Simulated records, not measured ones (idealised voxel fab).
The process module presented herein is designated voxel wiring stack.
Pictured: cross-section cut, 240 nm wide, on a grid of 5 nm square cells.
For the purposes of this document, a cross-section shall be understood as a grid of square cells, specified as bands listed in top-to-bottom order, each band consisting of one or more rows of cells. Heights first: top, then bottom, in nm. Then materials, left to right, each with a width in nm. "full width" on a single material: fills the band edge to edge. "empty": empty space. A quick word on heights: they are counted from 0, and under that level the wafer as it came to us is one material throughout. The lowest band is different from the rest in having no bottom; it simply continues downward, written as in "0 nm and below". Quick explanation for "30..40": the width changes in equal steps down the rows of cells, from the first number in the band's top row to the second number in its bottom row. No cell of the cross-section changed in a step that is given as "nothing altered". If an empty space has no open way to the top and is at least 8 cells in size, "Sealed-off cavities" lists it, written width x height at distance, where distance is measured from the left edge and every value is in nm. On a step's line, text after the settings is the simulator commenting on that step. Each step line may optionally specify "overlay nm", which for a step with a mask gives the rightward distance between the mask's planned place and where it lay, a negative value indicating the leftward direction.

[Planned process steps]
| 1 | RECEIVE (material Si) |
| 2 | CONFORMAL_DEP (material SiO2; thk nm 15) |
| 3 | DIRECTIONAL_DEP (material TiN; thk nm 5) |
| 4 | DIRECTIONAL_DEP (material Ru; thk nm 20) |
| 5 | MASKED_ETCH (tone cover; mask id METAL_1; width nm 25; pitch nm 50; etch materials Ru; depth nm 20; overlay nm 0) |
| 6 | MASKED_ETCH (tone cover; mask id METAL_1; width nm 25; pitch nm 50; etch materials TiN; depth nm 5; overlay nm 0) |
| 7 | CONFORMAL_DEP (material SiCN; thk nm 5) |
| 8 | FILL_DEP (material lowk; thk nm 5) |
| 9 | CMP (height nm 40) |
| 10 | CONFORMAL_DEP (material SiCN; thk nm 5) |
| 11 | DIRECTIONAL_DEP (material SiO2; thk nm 20) |
| 12 | DIRECTIONAL_DEP (material aC; thk nm 15) |
| 13 | PATTERN (tone open; mask id PLUG_1; material resist; width nm 15; pitch nm 100; thk nm 30; overlay nm 0) |
| 14 | DIRECTIONAL_ETCH (etch materials aC; depth nm 15) |
| 15 | STRIP (etch materials resist) |
| 16 | DIRECTIONAL_ETCH (etch materials SiO2; depth nm 20) |
| 17 | DIRECTIONAL_ETCH (etch materials SiCN; depth nm 5) |
| 18 | STRIP (etch materials aC) |
| 19 | CONFORMAL_DEP (material TiN; thk nm 5) |
| 20 | FILL_DEP (material Cu; thk nm 5) |
| 21 | CMP (height nm 65) |
| 22 | DIRECTIONAL_DEP (material TiN; thk nm 5) |
| 23 | DIRECTIONAL_DEP (material Ru; thk nm 20) |
| 24 | MASKED_ETCH (tone cover; mask id METAL_2; width nm 25; pitch nm 50; etch materials Ru; depth nm 20; overlay nm 0) |
| 25 | MASKED_ETCH (tone cover; mask id METAL_2; width nm 25; pitch nm 50; etch materials TiN; depth nm 5; overlay nm 0) |
| 26 | CONFORMAL_DEP (material SiCN; thk nm 5) |
| 27 | FILL_DEP (material lowk; thk nm 10) |
| 28 | CMP (height nm 90) |
| 29 | CONFORMAL_DEP (material SiCN; thk nm 5) |
| 30 | DIRECTIONAL_DEP (material lowk; thk nm 30) |
| 31 | DIRECTIONAL_DEP (material aC; thk nm 15) |
| 32 | PATTERN (tone open; mask id METAL_3; material resist; width nm 25; pitch nm 50; thk nm 35; overlay nm 0) |
| 33 | DIRECTIONAL_ETCH (etch materials aC; depth nm 15) |
| 34 | STRIP (etch materials resist) |
| 35 | DIRECTIONAL_ETCH (etch materials lowk; depth nm 20) |
| 36 | STRIP (etch materials aC) |
| 37 | MASKED_ETCH (tone open; mask id METAL_3_HOLES; width nm 15; pitch nm 100; etch materials lowk; depth nm 10; overlay nm 0) |
| 38 | MASKED_ETCH (tone open; mask id METAL_3_HOLES; width nm 15; pitch nm 100; etch materials SiCN; depth nm 5; overlay nm 0) |
| 39 | CONFORMAL_DEP (material TiN; thk nm 5) |
| 40 | FILL_DEP (material Cu; thk nm 5) |
| 41 | CMP (height nm 125) |
| 42 | CONFORMAL_DEP (material SiCN; thk nm 5) |

[Here's what the wafer looked like in cross-section when it arrived - that's after step 1]
> 0 nm and below  Si full width
> Sealed-off cavities: none

[Result of the module, cross-sectioned: start per above, plan per above, one error in how it was run]
> 130 nm to 125 nm  SiCN full width
> 125 nm to 120 nm  Cu full width
> 120 nm to 115 nm  60 of TiN, 15 of Cu, 35 of TiN, 15 of Cu, 35 of TiN, 15 of Cu, 65 of TiN
> 115 nm to 110 nm  55 of lowk, 5 of TiN, 15 of Cu, 5 of TiN, 25 of lowk, 5 of TiN, 15 of Cu, 5 of TiN, 25 of lowk, 5 of TiN, 15 of Cu, 5 of TiN, 60 of lowk
> 110 nm to 100 nm  55..70 of lowk, 25..10 of TiN, 25 of lowk, 5 of TiN, 15 of Cu, 5 of TiN, 25..40 of lowk, 25..10 of TiN, 60 of lowk
> 100 nm to 95 nm  70 of lowk, 10 of TiN, 25 of lowk, 25 of TiN, 40 of lowk, 10 of TiN, 60 of lowk
> 95 nm to 90 nm  SiCN full width
> 90 nm to 70 nm  50 of lowk, 5 of SiCN, 25 of Ru, 5 of SiCN, 15 of lowk, 5 of SiCN, 25 of Ru, 5 of SiCN, 15 of lowk, 5 of SiCN, 25 of Ru, 5 of SiCN, 55 of lowk
> 70 nm to 65 nm  55 of SiCN, 25 of TiN, 25 of SiCN, 25 of TiN, 25 of SiCN, 25 of TiN, 60 of SiCN
> 65 nm to 45 nm  55 of SiO2, 5 of TiN, 5 of Cu, 5 of TiN, 85 of SiO2, 5 of TiN, 5 of Cu, 5 of TiN, 70 of SiO2
> 45 nm to 40 nm  55 of SiCN, 15 of TiN, 85 of SiCN, 15 of TiN, 70 of SiCN
> 40 nm to 20 nm  50 of lowk, 5 of SiCN, 25 of Ru, 5 of SiCN, 15 of lowk, 5 of SiCN, 25 of Ru, 5 of SiCN, 15 of lowk, 5 of SiCN, 25 of Ru, 5 of SiCN, 55 of lowk
> 20 nm to 15 nm  55 of SiCN, 25 of TiN, 25 of SiCN, 25 of TiN, 25 of SiCN, 25 of TiN, 60 of SiCN
> 15 nm to 0 nm  SiO2 full width
> 0 nm and below  Si full width
> Sealed-off cavities: none
What went wrong in running the wafer? step 37 went in with a setting other than planned; the actual run was MASKED_ETCH (tone cover; mask id METAL_3_HOLES; width nm 15; pitch nm 100; etch materials lowk; depth nm 10; overlay nm 0)
